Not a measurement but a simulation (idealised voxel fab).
process module | voxel transistor to metal
cross-section cut | 185 nm wide | cells 5 nm
A cross-section is a grid of square cells, given in bands from the top down. A band is one or more rows of cells.
Each band's line starts with the height of the band's top and of its bottom, in nm. Then come its materials from left to right, each with its width in nm. One material with "throughout" fills the band from edge to edge. "air" is empty space.
Height 0 is the level under which the wafer as received is all one material. The lowest band goes on downwards, as in "0 down".
A width such as "30 to 40" changes by the same amount from each row of cells to the next, from the band's top row to its bottom row.
"no change" after a step means that no cell of the cross-section changed.
closed voids: empty space of 8 cells or more with no open way to the top, each as width x height at its distance from the left edge, in nm
after a step's settings: what the simulator itself notes on the step
overlay nm, on a step with a mask: how far to the right of its planned place the mask lay; to the left if negative
plan
1 op RECEIVE | material Si
2 op CONFORMAL_DEP | material SiO2 | thk nm 5
3 op CONFORMAL_DEP | material SiN | thk nm 10
4 op PATTERN | tone cover | mask id ACTIVE | material resist | width nm 105 | thk nm 15 | overlay nm 0
5 op DIRECTIONAL_ETCH | etch materials SiN | depth nm 10
6 op DIRECTIONAL_ETCH | etch materials SiO2 | depth nm 5
7 op DIRECTIONAL_ETCH | etch materials Si | depth nm 20
8 op STRIP | etch materials resist
9 op FILL_DEP | material SiO2 | thk nm 15
10 op CMP | height nm 15
11 op SELECTIVE_ETCH | etch materials SiO2 | depth nm 10
12 op STRIP | etch materials SiN
13 op SELECTIVE_ETCH | etch materials SiO2 | depth nm 5
14 op OXIDIZE | depth nm 5
15 op DIRECTIONAL_DEP | material polySi | thk nm 30
16 op DIRECTIONAL_DEP | material SiCN | thk nm 15
17 op MASKED_ETCH | tone cover | mask id GATE | width nm 25 | etch materials SiCN | depth nm 25 | overlay nm 0
18 op MASKED_ETCH | tone cover | mask id GATE | width nm 25 | etch materials polySi | depth nm 40 | overlay nm 0
19 op CONFORMAL_DEP | material SiO2 | thk nm 5
20 op DIRECTIONAL_ETCH | etch materials SiO2 | depth nm 5
21 op CONFORMAL_DEP | material SiN | thk nm 10
22 op DIRECTIONAL_ETCH | etch materials SiN | depth nm 10
23 op DIRECTIONAL_ETCH | etch materials SiO2 | depth nm 5
24 op DIRECTIONAL_ETCH | etch materials Si | depth nm 15
25 op EPI | material pSi | thk nm 15
26 op FILL_DEP | material SiO2 | thk nm 5
27 op CMP | height nm 30
28 op STRIP | etch materials polySi
29 op SELECTIVE_ETCH | etch materials SiO2 | depth nm 5
30 op CONFORMAL_DEP | material HfO2 | thk nm 5
31 op CONFORMAL_DEP | material TiN | thk nm 5
32 op FILL_DEP | material W | thk nm 5
33 op CMP | height nm 25
34 op DIRECTIONAL_DEP | material SiO2 | thk nm 10
35 op MASKED_ETCH | tone open | mask id CONTACT | width nm 15 | pitch nm 80 | etch materials SiO2 | depth nm 40 | overlay nm 0
36 op CONFORMAL_DEP | material TiN | thk nm 5
37 op FILL_DEP | material Ru | thk nm 10
38 op CMP | height nm 35
39 op CONFORMAL_DEP | material SiCN | thk nm 5
40 op DIRECTIONAL_DEP | material SiO2 | thk nm 15
41 op PATTERN | tone open | mask id METAL_1 | material resist | width nm 15 | pitch nm 80 | thk nm 20 | overlay nm 0
42 op DIRECTIONAL_ETCH | etch materials SiO2 | depth nm 15
43 op DIRECTIONAL_ETCH | etch materials SiCN | depth nm 5
44 op STRIP | etch materials resist
45 op CONFORMAL_DEP | material TiN | thk nm 5
46 op FILL_DEP | material Cu | thk nm 5
47 op CMP | height nm 55
48 op CONFORMAL_DEP | material SiN | thk nm 5
varied across the wafers: width nm of step 4. The plan shows the first wafer's value. All wafers start alike
first wafer as received, after step 1
  0 down: Si throughout
  closed voids: none
each wafer at the end: cells of each material gained (+) or lost (-) since it was received, then its closed voids
width nm 105 | +6 Cu | +17 HfO2 | +8 Ru | -115 Si | +31 SiCN | +57 SiN | +321 SiO2 | +59 TiN | +12 W | +48 pSi | closed voids: none
width nm 110 | +6 Cu | +17 HfO2 | +8 Ru | -115 Si | +31 SiCN | +57 SiN | +318 SiO2 | +59 TiN | +12 W | +51 pSi | closed voids: none
width nm 115 | +6 Cu | +17 HfO2 | +8 Ru | -115 Si | +31 SiCN | +57 SiN | +315 SiO2 | +59 TiN | +12 W | +54 pSi | closed voids: none
width nm 120 | +6 Cu | +17 HfO2 | +8 Ru | -115 Si | +31 SiCN | +57 SiN | +312 SiO2 | +59 TiN | +12 W | +57 pSi | closed voids: none
width nm 125 | +6 Cu | +17 HfO2 | +8 Ru | -115 Si | +31 SiCN | +57 SiN | +309 SiO2 | +59 TiN | +12 W | +60 pSi | closed voids: none
width nm 130 | +6 Cu | +17 HfO2 | +8 Ru | -115 Si | +31 SiCN | +57 SiN | +306 SiO2 | +59 TiN | +12 W | +63 pSi | closed voids: none
